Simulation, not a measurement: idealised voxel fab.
Process module name: voxel gate over fins
The cross-section on display is named cut; it measures 225 nm wide, and its cells are 5 nm squares.
We lay out every cross-section as a grid of square cells and spell it out in bands from the top down, where one band means one or more rows of cells.
Heads up on the band format: heights come first, top then bottom, in nm. After that it's the materials left to right, each with its width in nm. A single material flagged "throughout" fills the whole band edge to edge, and "blank" means there's empty space there.
Measure heights from 0. That's the level where, below it, the as-received wafer is all one material. The lowest band is bottomless and extends downward; write it as in "from 0 down".
A width given as "30->40" starts at the first number in the band's top row and ends at the second number in its bottom row, shifting by an equal amount at every step from row to row.
Reading "nothing was modified" for a step: not a cell of the cross-section changed in it.
Reported under the label "Closed void entries" are the empty spaces having no open way to the top and comprising 8 cells or more; the notation for each is width x height at distance, in which the distance is measured from the left edge and all three values are in nm.
If you see something after the settings on a step's line, that's the simulator's own remark about that step.
A step's line can hold "overlay nm"; with a mask on that step, the setting says how far right of the planned place the mask lay, while a negative setting says it lay to the left.
Pairs, read this way: before one process step on the one hand, after it on the other, the after cross-section ending at the lowest band that changed; the step between, settings included, beneath. Same starting wafer throughout, but possibly different runs of this module, so no pair continues from the pair above unless its entry headed "Structure before processing" says so.
[Structure before processing]
* from 10 to 0 | blank: 70 | SiN: 20 | blank: 15 | SiN: 20 | blank: 15 | SiN: 20 | blank: 65
* from 0 to -30 | blank: 70 | Si: 20 | blank: 15 | Si: 20 | blank: 15 | Si: 20 | blank: 65
* from -30 down | Si throughout
* Closed void entries: none
[Step Outcome]
* from 10 to 0 | blank: 70 | SiN: 20 | blank: 15 | SiN: 20 | blank: 15 | SiN: 20 | blank: 65
* from 0 to -30 | blank: 70 | SiO2: 5 | Si: 10 | SiO2: 5 | blank: 15 | SiO2: 5 | Si: 10 | SiO2: 5 | blank: 15 | SiO2: 5 | Si: 10 | SiO2: 5 | blank: 65
* from -30 to -35 | SiO2: 75 | Si: 10 | SiO2: 25 | Si: 10 | SiO2: 25 | Si: 10 | SiO2: 70
* Below -35, the layers are the same as they were.
* Closed void entries: none
Applied between the two views above: OXIDIZE [depth nm 5]
Structure before processing: after-step cross-section of the pair just above applies.
[Step Outcome]
* from 20 to 10 | SiO2 throughout
* from 10 to 0 | SiO2: 70 | SiN: 20 | SiO2: 15 | SiN: 20 | SiO2: 15 | SiN: 20 | SiO2: 65
* from 0 to -35 | SiO2: 75 | Si: 10 | SiO2: 25 | Si: 10 | SiO2: 25 | Si: 10 | SiO2: 70
* Below -35, the layers are the same as they were.
* Closed void entries: none
Applied between the two views above: FILL_DEP [material SiO2] [thk nm 10]
Structure before processing: after-step cross-section of the pair just above applies.
[Step Outcome]
* from 10 to 0 | SiO2: 70 | SiN: 20 | SiO2: 15 | SiN: 20 | SiO2: 15 | SiN: 20 | SiO2: 65
* Below 0, the layers are the same as they were.
* Closed void entries: none
Applied between the two views above: CMP [height nm 10]
Structure before processing: after-step cross-section of the pair just above applies.
[Step Outcome]
* from 10 to 0 | blank: 70 | SiN: 20 | blank: 15 | SiN: 20 | blank: 15 | SiN: 20 | blank: 65
* from 0 to -15 | blank: 75 | Si: 10 | blank: 25 | Si: 10 | blank: 25 | Si: 10 | blank: 70
* Below -15, the layers are the same as they were.
* Closed void entries: none
Applied between the two views above: SELECTIVE_ETCH [etch materials SiO2] [depth nm 25]
Structure before processing: after-step cross-section of the pair just above applies.
[Step Outcome]
* from 0 to -15 | blank: 75 | Si: 10 | blank: 25 | Si: 10 | blank: 25 | Si: 10 | blank: 70
* Below -15, the layers are the same as they were.
* Closed void entries: none
Applied between the two views above: STRIP [etch materials SiN]
Structure before processing: after-step cross-section of the pair just above applies.
[Step Outcome]
* from 5 to 0 | blank: 70 | HfO2: 20 | blank: 15 | HfO2: 20 | blank: 15 | HfO2: 20 | blank: 65
* from 0 to -10 | blank: 70 | HfO2: 5 | Si: 10 | HfO2: 5 | blank: 15 | HfO2: 5 | Si: 10 | HfO2: 5 | blank: 15 | HfO2: 5 | Si: 10 | HfO2: 5 | blank: 65
* from -10 to -15 | HfO2: 75 | Si: 10 | HfO2: 25 | Si: 10 | HfO2: 25 | Si: 10 | HfO2: 70
* Below -15, the layers are the same as they were.
* Closed void entries: none
Applied between the two views above: CONFORMAL_DEP [material HfO2] [thk nm 5]
Structure before processing: after-step cross-section of the pair just above applies.
[Step Outcome]
* from 10 to 5 | blank: 65 | TiN: 30 | blank: 5 | TiN: 30 | blank: 5 | TiN: 30 | blank: 60
* from 5 to 0 | blank: 65 | TiN: 5 | HfO2: 20 | TiN: 5 | blank: 5 | TiN: 5 | HfO2: 20 | TiN: 5 | blank: 5 | TiN: 5 | HfO2: 20 | TiN: 5 | blank: 60
* from 0 to -5 | blank: 65 | TiN: 5 | HfO2: 5 | Si: 10 | HfO2: 5 | TiN: 5 | blank: 5 | TiN: 5 | HfO2: 5 | Si: 10 | HfO2: 5 | TiN: 5 | blank: 5 | TiN: 5 | HfO2: 5 | Si: 10 | HfO2: 5 | TiN: 5 | blank: 60
* from -5 to -10 | TiN: 70 | HfO2: 5 | Si: 10 | HfO2: 5 | TiN: 15 | HfO2: 5 | Si: 10 | HfO2: 5 | TiN: 15 | HfO2: 5 | Si: 10 | HfO2: 5 | TiN: 65
* Below -10, the layers are the same as they were.
* Closed void entries: none
Applied between the two views above: CONFORMAL_DEP [material TiN] [thk nm 5]
Structure before processing: after-step cross-section of the pair just above applies.
[Step Outcome]
* from 15 to 10 | blank: 60 | TiAl: 110 | blank: 55
* from 10 to 5 | blank: 60 | TiAl: 5 | TiN: 30 | TiAl: 5 | TiN: 30 | TiAl: 5 | TiN: 30 | TiAl: 5 | blank: 55
* from 5 to 0 | blank: 60 | TiAl: 5 | TiN: 5 | HfO2: 20 | TiN: 5 | TiAl: 5 | TiN: 5 | HfO2: 20 | TiN: 5 | TiAl: 5 | TiN: 5 | HfO2: 20 | TiN: 5 | TiAl: 5 | blank: 55
* from 0 to -5 | TiAl: 65 | TiN: 5 | HfO2: 5 | Si: 10 | HfO2: 5 | TiN: 5 | TiAl: 5 | TiN: 5 | HfO2: 5 | Si: 10 | HfO2: 5 | TiN: 5 | TiAl: 5 | TiN: 5 | HfO2: 5 | Si: 10 | HfO2: 5 | TiN: 5 | TiAl: 60
* Below -5, the layers are the same as they were.
* Closed void entries: none
Applied between the two views above: CONFORMAL_DEP [material TiAl] [thk nm 5]
Structure before processing: after-step cross-section of the pair just above applies.
[Step Outcome]
* from 20 to 15 | blank: 55 | TiN: 120 | blank: 50
* from 15 to 10 | blank: 55 | TiN: 5 | TiAl: 110 | TiN: 5 | blank: 50
* from 10 to 5 | blank: 55 | TiN: 5 | TiAl: 5 | TiN: 30 | TiAl: 5 | TiN: 30 | TiAl: 5 | TiN: 30 | TiAl: 5 | TiN: 5 | blank: 50
* from 5 to 0 | TiN: 60 | TiAl: 5 | TiN: 5 | HfO2: 20 | TiN: 5 | TiAl: 5 | TiN: 5 | HfO2: 20 | TiN: 5 | TiAl: 5 | TiN: 5 | HfO2: 20 | TiN: 5 | TiAl: 5 | TiN: 55
* Below 0, the layers are the same as they were.
* Closed void entries: none
Applied between the two views above: CONFORMAL_DEP [material TiN] [thk nm 5]
Structure before processing: after-step cross-section of the pair just above applies.
[Step Outcome]
* from 35 to 20 | W throughout
* from 20 to 15 | W: 55 | TiN: 120 | W: 50
* from 15 to 10 | W: 55 | TiN: 5 | TiAl: 110 | TiN: 5 | W: 50
* from 10 to 5 | W: 55 | TiN: 5 | TiAl: 5 | TiN: 30 | TiAl: 5 | TiN: 30 | TiAl: 5 | TiN: 30 | TiAl: 5 | TiN: 5 | W: 50
* Below 5, the layers are the same as they were.
* Closed void entries: none
Applied between the two views above: FILL_DEP [material W] [thk nm 15]
Structure before processing: after-step cross-section of the pair just above applies.
[Step Outcome]
* from 30 to 20 | W throughout
* Below 20, the layers are the same as they were.
* Closed void entries: none
Applied between the two views above: CMP [height nm 30]
Structure before processing: after-step cross-section of the pair just above applies.
[Step Outcome]
* from 40 to 30 | SiN throughout
* Below 30, the layers are the same as they were.
* Closed void entries: none
Applied between the two views above: CONFORMAL_DEP [material SiN] [thk nm 10]
[Structure before processing]
* from 10 to 0 | SiN throughout
* from 0 down | Si throughout
* Closed void entries: none
[Step Outcome]
* from 30 to 10 | blank: 75 | resist: 15 | blank: 20 | resist: 15 | blank: 20 | resist: 15 | blank: 65
* Below 10, the layers are the same as they were.
* Closed void entries: none
Applied between the two views above: PATTERN [tone cover] [mask id FINS] [material resist] [width nm 15] [pitch nm 35] [thk nm 20] [overlay nm 5]
Structure before processing: after-step cross-section of the pair just above applies.
[Step Outcome]
* from 30 to 10 | blank: 75 | resist: 15 | blank: 20 | resist: 15 | blank: 20 | resist: 15 | blank: 65
* from 10 to 0 | blank: 75 | SiN: 15 | blank: 20 | SiN: 15 | blank: 20 | SiN: 15 | blank: 65
* Below 0, the layers are the same as they were.
* Closed void entries: none
Applied between the two views above: DIRECTIONAL_ETCH [etch materials SiN] [depth nm 10]
Structure before processing: after-step cross-section of the pair just above applies.
[Step Outcome]
* from 30 to 10 | blank: 75 | resist: 15 | blank: 20 | resist: 15 | blank: 20 | resist: 15 | blank: 65
* from 10 to 0 | blank: 75 | SiN: 15 | blank: 20 | SiN: 15 | blank: 20 | SiN: 15 | blank: 65
* from 0 to -30 | blank: 75 | Si: 15 | blank: 20 | Si: 15 | blank: 20 | Si: 15 | blank: 65
* Below -30, the layers are the same as they were.
* Closed void entries: none
Applied between the two views above: DIRECTIONAL_ETCH [etch materials Si] [depth nm 30]
Structure before processing: after-step cross-section of the pair just above applies.
[Step Outcome]
* from 10 to 0 | blank: 75 | SiN: 15 | blank: 20 | SiN: 15 | blank: 20 | SiN: 15 | blank: 65
* Below 0, the layers are the same as they were.
* Closed void entries: none
Applied between the two views above: STRIP [etch materials resist]
Structure before processing: after-step cross-section of the pair just above applies.
[Step Outcome]
* from 10 to 0 | blank: 75 | SiN: 15 | blank: 20 | SiN: 15 | blank: 20 | SiN: 15 | blank: 65
* from 0 to -30 | blank: 75 | SiO2: 5 | Si: 5 | SiO2: 5 | blank: 20 | SiO2: 5 | Si: 5 | SiO2: 5 | blank: 20 | SiO2: 5 | Si: 5 | SiO2: 5 | blank: 65
* from -30 to -35 | SiO2: 80 | Si: 5 | SiO2: 30 | Si: 5 | SiO2: 30 | Si: 5 | SiO2: 70
* Below -35, the layers are the same as they were.
* Closed void entries: none
Applied between the two views above: OXIDIZE [depth nm 5]
Structure before processing: after-step cross-section of the pair just above applies.
[Step Outcome]
* from 20 to 10 | SiO2 throughout
* from 10 to 0 | SiO2: 75 | SiN: 15 | SiO2: 20 | SiN: 15 | SiO2: 20 | SiN: 15 | SiO2: 65
* from 0 to -35 | SiO2: 80 | Si: 5 | SiO2: 30 | Si: 5 | SiO2: 30 | Si: 5 | SiO2: 70
* Below -35, the layers are the same as they were.
* Closed void entries: none
Applied between the two views above: FILL_DEP [material SiO2] [thk nm 10]
Structure before processing: after-step cross-section of the pair just above applies.
[Step Outcome]
* from 10 to 0 | SiO2: 75 | SiN: 15 | SiO2: 20 | SiN: 15 | SiO2: 20 | SiN: 15 | SiO2: 65
* Below 0, the layers are the same as they were.
* Closed void entries: none
Applied between the two views above: CMP [height nm 10]
Structure before processing: after-step cross-section of the pair just above applies.
[Step Outcome]
* from 10 to 0 | blank: 75 | SiN: 15 | blank: 20 | SiN: 15 | blank: 20 | SiN: 15 | blank: 65
* from 0 to -15 | blank: 80 | Si: 5 | blank: 30 | Si: 5 | blank: 30 | Si: 5 | blank: 70
* Below -15, the layers are the same as they were.
* Closed void entries: none
Applied between the two views above: SELECTIVE_ETCH [etch materials SiO2] [depth nm 25]
Structure before processing: after-step cross-section of the pair just above applies.
[Step Outcome]
* from 0 to -15 | blank: 80 | Si: 5 | blank: 30 | Si: 5 | blank: 30 | Si: 5 | blank: 70
* Below -15, the layers are the same as they were.
* Closed void entries: none
Applied between the two views above: STRIP [etch materials SiN]
Structure before processing: after-step cross-section of the pair just above applies.
[Step Outcome]
* from 5 to 0 | blank: 75 | HfO2: 15 | blank: 20 | HfO2: 15 | blank: 20 | HfO2: 15 | blank: 65
* from 0 to -10 | blank: 75 | HfO2: 5 | Si: 5 | HfO2: 5 | blank: 20 | HfO2: 5 | Si: 5 | HfO2: 5 | blank: 20 | HfO2: 5 | Si: 5 | HfO2: 5 | blank: 65
* from -10 to -15 | HfO2: 80 | Si: 5 | HfO2: 30 | Si: 5 | HfO2: 30 | Si: 5 | HfO2: 70
* Below -15, the layers are the same as they were.
* Closed void entries: none
Applied between the two views above: CONFORMAL_DEP [material HfO2] [thk nm 5]
Structure before processing: after-step cross-section of the pair just above applies.
[Step Outcome]
* from 10 to 5 | blank: 70 | TiN: 25 | blank: 10 | TiN: 25 | blank: 10 | TiN: 25 | blank: 60
* from 5 to 0 | blank: 70 | TiN: 5 | HfO2: 15 | TiN: 5 | blank: 10 | TiN: 5 | HfO2: 15 | TiN: 5 | blank: 10 | TiN: 5 | HfO2: 15 | TiN: 5 | blank: 60
* from 0 to -5 | blank: 70 | TiN: 5 | HfO2: 5 | Si: 5 | HfO2: 5 | TiN: 5 | blank: 10 | TiN: 5 | HfO2: 5 | Si: 5 | HfO2: 5 | TiN: 5 | blank: 10 | TiN: 5 | HfO2: 5 | Si: 5 | HfO2: 5 | TiN: 5 | blank: 60
* from -5 to -10 | TiN: 75 | HfO2: 5 | Si: 5 | HfO2: 5 | TiN: 20 | HfO2: 5 | Si: 5 | HfO2: 5 | TiN: 20 | HfO2: 5 | Si: 5 | HfO2: 5 | TiN: 65
* Below -10, the layers are the same as they were.
* Closed void entries: none
Applied between the two views above: CONFORMAL_DEP [material TiN] [thk nm 5]
Structure before processing: after-step cross-section of the pair just above applies.
[Step Outcome]
* from 15 to 10 | blank: 65 | TiAl: 105 | blank: 55
* from 10 to 5 | blank: 65 | TiAl: 5 | TiN: 25 | TiAl: 10 | TiN: 25 | TiAl: 10 | TiN: 25 | TiAl: 5 | blank: 55
* from 5 to 0 | blank: 65 | TiAl: 5 | TiN: 5 | HfO2: 15 | TiN: 5 | TiAl: 10 | TiN: 5 | HfO2: 15 | TiN: 5 | TiAl: 10 | TiN: 5 | HfO2: 15 | TiN: 5 | TiAl: 5 | blank: 55
* from 0 to -5 | TiAl: 70 | TiN: 5 | HfO2: 5 | Si: 5 | HfO2: 5 | TiN: 5 | TiAl: 10 | TiN: 5 | HfO2: 5 | Si: 5 | HfO2: 5 | TiN: 5 | TiAl: 10 | TiN: 5 | HfO2: 5 | Si: 5 | HfO2: 5 | TiN: 5 | TiAl: 60
* Below -5, the layers are the same as they were.
* Closed void entries: none
Applied between the two views above: CONFORMAL_DEP [material TiAl] [thk nm 5]
Structure before processing: after-step cross-section of the pair just above applies.
[Step Outcome]
* from 20 to 15 | blank: 60 | TiN: 115 | blank: 50
* from 15 to 10 | blank: 60 | TiN: 5 | TiAl: 105 | TiN: 5 | blank: 50
* from 10 to 5 | blank: 60 | TiN: 5 | TiAl: 5 | TiN: 25 | TiAl: 10 | TiN: 25 | TiAl: 10 | TiN: 25 | TiAl: 5 | TiN: 5 | blank: 50
* from 5 to 0 | TiN: 65 | TiAl: 5 | TiN: 5 | HfO2: 15 | TiN: 5 | TiAl: 10 | TiN: 5 | HfO2: 15 | TiN: 5 | TiAl: 10 | TiN: 5 | HfO2: 15 | TiN: 5 | TiAl: 5 | TiN: 55
* Below 0, the layers are the same as they were.
* Closed void entries: none
Applied between the two views above: CONFORMAL_DEP [material TiN] [thk nm 5]
Structure before processing: after-step cross-section of the pair just above applies.
[Step Outcome]
* from 35 to 20 | W throughout
* from 20 to 15 | W: 60 | TiN: 115 | W: 50
* from 15 to 10 | W: 60 | TiN: 5 | TiAl: 105 | TiN: 5 | W: 50
* from 10 to 5 | W: 60 | TiN: 5 | TiAl: 5 | TiN: 25 | TiAl: 10 | TiN: 25 | TiAl: 10 | TiN: 25 | TiAl: 5 | TiN: 5 | W: 50
* Below 5, the layers are the same as they were.
* Closed void entries: none
Applied between the two views above: FILL_DEP [material W] [thk nm 15]
Structure before processing: after-step cross-section of the pair just above applies.
[Step Outcome]
* from 30 to 20 | W throughout
* Below 20, the layers are the same as they were.
* Closed void entries: none
Applied between the two views above: CMP [height nm 30]
Structure before processing: after-step cross-section of the pair just above applies.
[Step Outcome]
* from 40 to 30 | SiN throughout
* Below 30, the layers are the same as they were.
* Closed void entries: none
Applied between the two views above: CONFORMAL_DEP [material SiN] [thk nm 10]
[Structure before processing]
* from 10 to 5 | blank: 65 | TiN: 25 | blank: 10 | TiN: 25 | blank: 10 | TiN: 25 | blank: 65
* from 5 to 0 | blank: 65 | TiN: 5 | HfO2: 15 | TiN: 5 | blank: 10 | TiN: 5 | HfO2: 15 | TiN: 5 | blank: 10 | TiN: 5 | HfO2: 15 | TiN: 5 | blank: 65
* from 0 to -5 | blank: 65 | TiN: 5 | HfO2: 5 | Si: 5 | HfO2: 5 | TiN: 5 | blank: 10 | TiN: 5 | HfO2: 5 | Si: 5 | HfO2: 5 | TiN: 5 | blank: 10 | TiN: 5 | HfO2: 5 | Si: 5 | HfO2: 5 | TiN: 5 | blank: 65
* from -5 to -10 | TiN: 70 | HfO2: 5 | Si: 5 | HfO2: 5 | TiN: 20 | HfO2: 5 | Si: 5 | HfO2: 5 | TiN: 20 | HfO2: 5 | Si: 5 | HfO2: 5 | TiN: 70
* from -10 to -15 | HfO2: 75 | Si: 5 | HfO2: 30 | Si: 5 | HfO2: 30 | Si: 5 | HfO2: 75
* from -15 to -35 | SiO2: 75 | Si: 5 | SiO2: 30 | Si: 5 | SiO2: 30 | Si: 5 | SiO2: 75
* from -35 down | Si throughout
* Closed void entries: none
[Step Outcome]
* from 15 to 10 | blank: 60 | SiN: 105 | blank: 60
* from 10 to 5 | blank: 60 | SiN: 5 | TiN: 25 | SiN: 10 | TiN: 25 | SiN: 10 | TiN: 25 | SiN: 5 | blank: 60
* from 5 to 0 | blank: 60 | SiN: 5 | TiN: 5 | HfO2: 15 | TiN: 5 | SiN: 10 | TiN: 5 | HfO2: 15 | TiN: 5 | SiN: 10 | TiN: 5 | HfO2: 15 | TiN: 5 | SiN: 5 | blank: 60
* from 0 to -5 | SiN: 65 | TiN: 5 | HfO2: 5 | Si: 5 | HfO2: 5 | TiN: 5 | SiN: 10 | TiN: 5 | HfO2: 5 | Si: 5 | HfO2: 5 | TiN: 5 | SiN: 10 | TiN: 5 | HfO2: 5 | Si: 5 | HfO2: 5 | TiN: 5 | SiN: 65
* Below -5, the layers are the same as they were.
* Closed void entries: none
Applied between the two views above: CONFORMAL_DEP [material SiN] [thk nm 5]
Structure before processing: after-step cross-section of the pair just above applies.
[Step Outcome]
* from 20 to 15 | blank: 55 | TiN: 115 | blank: 55
* from 15 to 10 | blank: 55 | TiN: 5 | SiN: 105 | TiN: 5 | blank: 55
* from 10 to 5 | blank: 55 | TiN: 5 | SiN: 5 | TiN: 25 | SiN: 10 | TiN: 25 | SiN: 10 | TiN: 25 | SiN: 5 | TiN: 5 | blank: 55
* from 5 to 0 | TiN: 60 | SiN: 5 | TiN: 5 | HfO2: 15 | TiN: 5 | SiN: 10 | TiN: 5 | HfO2: 15 | TiN: 5 | SiN: 10 | TiN: 5 | HfO2: 15 | TiN: 5 | SiN: 5 | TiN: 60
* Below 0, the layers are the same as they were.
* Closed void entries: none
Applied between the two views above: CONFORMAL_DEP [material TiN] [thk nm 5]
Structure before processing: after-step cross-section of the pair just above applies.
[Step Outcome]
* from 35 to 20 | W throughout
* from 20 to 15 | W: 55 | TiN: 115 | W: 55
* from 15 to 10 | W: 55 | TiN: 5 | SiN: 105 | TiN: 5 | W: 55
* from 10 to 5 | W: 55 | TiN: 5 | SiN: 5 | TiN: 25 | SiN: 10 | TiN: 25 | SiN: 10 | TiN: 25 | SiN: 5 | TiN: 5 | W: 55
* Below 5, the layers are the same as they were.
* Closed void entries: none
Applied between the two views above: FILL_DEP [material W] [thk nm 15]
Structure before processing: after-step cross-section of the pair just above applies.
[Step Outcome]
* from 30 to 20 | W throughout
* Below 20, the layers are the same as they were.
* Closed void entries: none
Applied between the two views above: CMP [height nm 30]
Structure before processing: after-step cross-section of the pair just above applies.
[Step Outcome]
* from 40 to 30 | SiN throughout
* Below 30, the layers are the same as they were.
* Closed void entries: none
Applied between the two views above: CONFORMAL_DEP [material SiN] [thk nm 10]
[Structure before processing]
* from 10 to 0 | SiN throughout
* from 0 down | Si throughout
* Closed void entries: none
[Step Outcome]
* from 30 to 10 | resist: 70 | blank: 15 | resist: 20 | blank: 15 | resist: 20 | blank: 15 | resist: 70
* Below 10, the layers are the same as they were.
* Closed void entries: none
Applied between the two views above: PATTERN [tone open] [mask id FINS] [material resist] [width nm 15] [pitch nm 35] [thk nm 20] [overlay nm 0]
Structure before processing: after-step cross-section of the pair just above applies.
[Step Outcome]
* from 30 to 10 | resist: 70 | blank: 15 | resist: 20 | blank: 15 | resist: 20 | blank: 15 | resist: 70
* from 10 to 0 | SiN: 70 | blank: 15 | SiN: 20 | blank: 15 | SiN: 20 | blank: 15 | SiN: 70
* Below 0, the layers are the same as they were.
* Closed void entries: none
Applied between the two views above: DIRECTIONAL_ETCH [etch materials SiN] [depth nm 10]
Structure before processing: after-step cross-section of the pair just above applies.
[Step Outcome]
* from 30 to 10 | resist: 70 | blank: 15 | resist: 20 | blank: 15 | resist: 20 | blank: 15 | resist: 70
* from 10 to 0 | SiN: 70 | blank: 15 | SiN: 20 | blank: 15 | SiN: 20 | blank: 15 | SiN: 70
* from 0 to -30 | Si: 70 | blank: 15 | Si: 20 | blank: 15 | Si: 20 | blank: 15 | Si: 70
* Below -30, the layers are the same as they were.
* Closed void entries: none
Applied between the two views above: DIRECTIONAL_ETCH [etch materials Si] [depth nm 30]
Structure before processing: after-step cross-section of the pair just above applies.
[Step Outcome]
* from 10 to 0 | SiN: 70 | blank: 15 | SiN: 20 | blank: 15 | SiN: 20 | blank: 15 | SiN: 70
* Below 0, the layers are the same as they were.
* Closed void entries: none
Applied between the two views above: STRIP [etch materials resist]
Structure before processing: after-step cross-section of the pair just above applies.
[Step Outcome]
* from 10 to 0 | SiN: 70 | blank: 15 | SiN: 20 | blank: 15 | SiN: 20 | blank: 15 | SiN: 70
* from 0 to -30 | Si: 65 | SiO2: 5 | blank: 15 | SiO2: 5 | Si: 10 | SiO2: 5 | blank: 15 | SiO2: 5 | Si: 10 | SiO2: 5 | blank: 15 | SiO2: 5 | Si: 65
* from -30 to -35 | Si: 65 | SiO2: 25 | Si: 10 | SiO2: 25 | Si: 10 | SiO2: 25 | Si: 65
* Below -35, the layers are the same as they were.
* Closed void entries: none
Applied between the two views above: OXIDIZE [depth nm 5]
Structure before processing: after-step cross-section of the pair just above applies.
[Step Outcome]
* from 20 to 10 | SiO2 throughout
* from 10 to 0 | SiN: 70 | SiO2: 15 | SiN: 20 | SiO2: 15 | SiN: 20 | SiO2: 15 | SiN: 70
* from 0 to -35 | Si: 65 | SiO2: 25 | Si: 10 | SiO2: 25 | Si: 10 | SiO2: 25 | Si: 65
* Below -35, the layers are the same as they were.
* Closed void entries: none
Applied between the two views above: FILL_DEP [material SiO2] [thk nm 10]
Structure before processing: after-step cross-section of the pair just above applies.
[Step Outcome]
* from 10 to 0 | SiN: 70 | SiO2: 15 | SiN: 20 | SiO2: 15 | SiN: 20 | SiO2: 15 | SiN: 70
* Below 0, the layers are the same as they were.
* Closed void entries: none
Applied between the two views above: CMP [height nm 10]
Structure before processing: after-step cross-section of the pair just above applies.
[Step Outcome]
* from 10 to 0 | SiN: 70 | blank: 15 | SiN: 20 | blank: 15 | SiN: 20 | blank: 15 | SiN: 70
* from 0 to -15 | Si: 65 | blank: 25 | Si: 10 | blank: 25 | Si: 10 | blank: 25 | Si: 65
* Below -15, the layers are the same as they were.
* Closed void entries: none
Applied between the two views above: SELECTIVE_ETCH [etch materials SiO2] [depth nm 25]
Structure before processing: after-step cross-section of the pair just above applies.
[Step Outcome]
* from 0 to -15 | Si: 65 | blank: 25 | Si: 10 | blank: 25 | Si: 10 | blank: 25 | Si: 65
* Below -15, the layers are the same as they were.
* Closed void entries: none
Applied between the two views above: STRIP [etch materials SiN]
Structure before processing: after-step cross-section of the pair just above applies.
[Step Outcome]
* from 5 to 0 | HfO2: 70 | blank: 15 | HfO2: 20 | blank: 15 | HfO2: 20 | blank: 15 | HfO2: 70
* from 0 to -10 | Si: 65 | HfO2: 5 | blank: 15 | HfO2: 5 | Si: 10 | HfO2: 5 | blank: 15 | HfO2: 5 | Si: 10 | HfO2: 5 | blank: 15 | HfO2: 5 | Si: 65
* from -10 to -15 | Si: 65 | HfO2: 25 | Si: 10 | HfO2: 25 | Si: 10 | HfO2: 25 | Si: 65
* Below -15, the layers are the same as they were.
* Closed void entries: none
Applied between the two views above: CONFORMAL_DEP [material HfO2] [thk nm 5]
Structure before processing: after-step cross-section of the pair just above applies.
[Step Outcome]
* from 10 to 5 | TiN: 75 | blank: 5 | TiN: 30 | blank: 5 | TiN: 30 | blank: 5 | TiN: 75
* from 5 to 0 | HfO2: 70 | TiN: 5 | blank: 5 | TiN: 5 | HfO2: 20 | TiN: 5 | blank: 5 | TiN: 5 | HfO2: 20 | TiN: 5 | blank: 5 | TiN: 5 | HfO2: 70
* from 0 to -5 | Si: 65 | HfO2: 5 | TiN: 5 | blank: 5 | TiN: 5 | HfO2: 5 | Si: 10 | HfO2: 5 | TiN: 5 | blank: 5 | TiN: 5 | HfO2: 5 | Si: 10 | HfO2: 5 | TiN: 5 | blank: 5 | TiN: 5 | HfO2: 5 | Si: 65
* from -5 to -10 | Si: 65 | HfO2: 5 | TiN: 15 | HfO2: 5 | Si: 10 | HfO2: 5 | TiN: 15 | HfO2: 5 | Si: 10 | HfO2: 5 | TiN: 15 | HfO2: 5 | Si: 65
* Below -10, the layers are the same as they were.
* Closed void entries: none
Applied between the two views above: CONFORMAL_DEP [material TiN] [thk nm 5]
Structure before processing: after-step cross-section of the pair just above applies.
[Step Outcome]
* from 15 to 10 | TiAl throughout
* from 10 to 5 | TiN: 75 | TiAl: 5 | TiN: 30 | TiAl: 5 | TiN: 30 | TiAl: 5 | TiN: 75
* from 5 to 0 | HfO2: 70 | TiN: 5 | TiAl: 5 | TiN: 5 | HfO2: 20 | TiN: 5 | TiAl: 5 | TiN: 5 | HfO2: 20 | TiN: 5 | TiAl: 5 | TiN: 5 | HfO2: 70
* from 0 to -5 | Si: 65 | HfO2: 5 | TiN: 5 | TiAl: 5 | TiN: 5 | HfO2: 5 | Si: 10 | HfO2: 5 | TiN: 5 | TiAl: 5 | TiN: 5 | HfO2: 5 | Si: 10 | HfO2: 5 | TiN: 5 | TiAl: 5 | TiN: 5 | HfO2: 5 | Si: 65
* Below -5, the layers are the same as they were.
* Closed void entries: none
Applied between the two views above: CONFORMAL_DEP [material TiAl] [thk nm 5]
Structure before processing: after-step cross-section of the pair just above applies.
[Step Outcome]
* from 20 to 15 | TiN throughout
* Below 15, the layers are the same as they were.
* Closed void entries: none
Applied between the two views above: CONFORMAL_DEP [material TiN] [thk nm 5]
Structure before processing: after-step cross-section of the pair just above applies.
[Step Outcome]
* from 35 to 20 | W throughout
* Below 20, the layers are the same as they were.
* Closed void entries: none
Applied between the two views above: FILL_DEP [material W] [thk nm 15]
Structure before processing: after-step cross-section of the pair just above applies.
[Step Outcome]
* from 30 to 20 | W throughout
* Below 20, the layers are the same as they were.
* Closed void entries: none
Applied between the two views above: CMP [height nm 30]
Structure before processing: after-step cross-section of the pair just above applies.
[Step Outcome]
* from 40 to 30 | SiN throughout
* Below 30, the layers are the same as they were.
* Closed void entries: none
Applied between the two views above: CONFORMAL_DEP [material SiN] [thk nm 10]
